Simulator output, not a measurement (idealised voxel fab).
process module | voxel released beams
Each square cell in cross-section cut measures 5 nm, and the section as a whole is 160 nm wide.
Just so we're on the same page, the cross-sections are grids of square cells, and they're listed out in bands top to bottom, each band one or more rows deep. Quick guide to a band line: top height, bottom height (nm) up front; then every material left to right with its width in nm. Only one material and it's marked "edge to edge"? Then it fills the band edge to edge. And "air" just means empty space. The level at which height equals 0 is the one under which the wafer, as it arrives, is entirely one material. No lower edge exists for the bottom band, which continues downward and is notated as in "top 0, no bottom". So if you see something like "30 to 40" for the width, read it as the top row of the band sitting at the first number and the bottom row at the second, with every row in between moving by the same amount as the last. "no change occurred", as given for a step, is the statement that not any cell of the cross-section underwent a change during that step. Each empty space that has no open way to the top and spans at least 8 cells appears under "Closed empty spaces" as width x height at distance, the distance counted from the left edge, all in nm. On a step's line, text after the settings is the simulator commenting on that step. "overlay nm" on a masked step: distance the mask lay right of its planned place, negative for left.
Intended process steps:
1: RECEIVE,material Si
2: CONFORMAL_DEP,material Al2O3,thk nm 5
3: DIRECTIONAL_DEP,material SiO2,thk nm 10
4: DIRECTIONAL_DEP,material aC,thk nm 15
5: PATTERN,tone open,mask id ANCHOR,material resist,width nm 25,thk nm 30,overlay nm 0
6: DIRECTIONAL_ETCH,etch materials aC,depth nm 15
7: STRIP,etch materials resist
8: DIRECTIONAL_ETCH,etch materials SiO2,depth nm 10
9: STRIP,etch materials aC
10: CONFORMAL_DEP,material polySi,thk nm 10
11: DIRECTIONAL_DEP,material aC,thk nm 10
12: PATTERN,tone cover,mask id BEAM,material resist,width nm 85,thk nm 25,overlay nm 0
13: DIRECTIONAL_ETCH,etch materials aC,depth nm 10
14: STRIP,etch materials resist
15: DIRECTIONAL_ETCH,etch materials polySi,depth nm 10
16: STRIP,etch materials aC
17: STRIP,etch materials SiO2
Wafer at receipt (post step 1), cross-section:
- top 0, no bottom = Si edge to edge
- Closed empty spaces: none
Starting wafer: above. Plan: above. Run: one mistake. Cross-section after the module: below:
- top 25, bottom 15 = air 35  polySi 85  air 40
- top 15, bottom 10 = Al2O3 edge to edge
- top 10, bottom 0 = SiO2 edge to edge
- top 0, no bottom = Si edge to edge
- Closed empty spaces: none
Want to know what went wrong? it was found that steps 2 and 3 of the process plan had been performed in exchanged positions
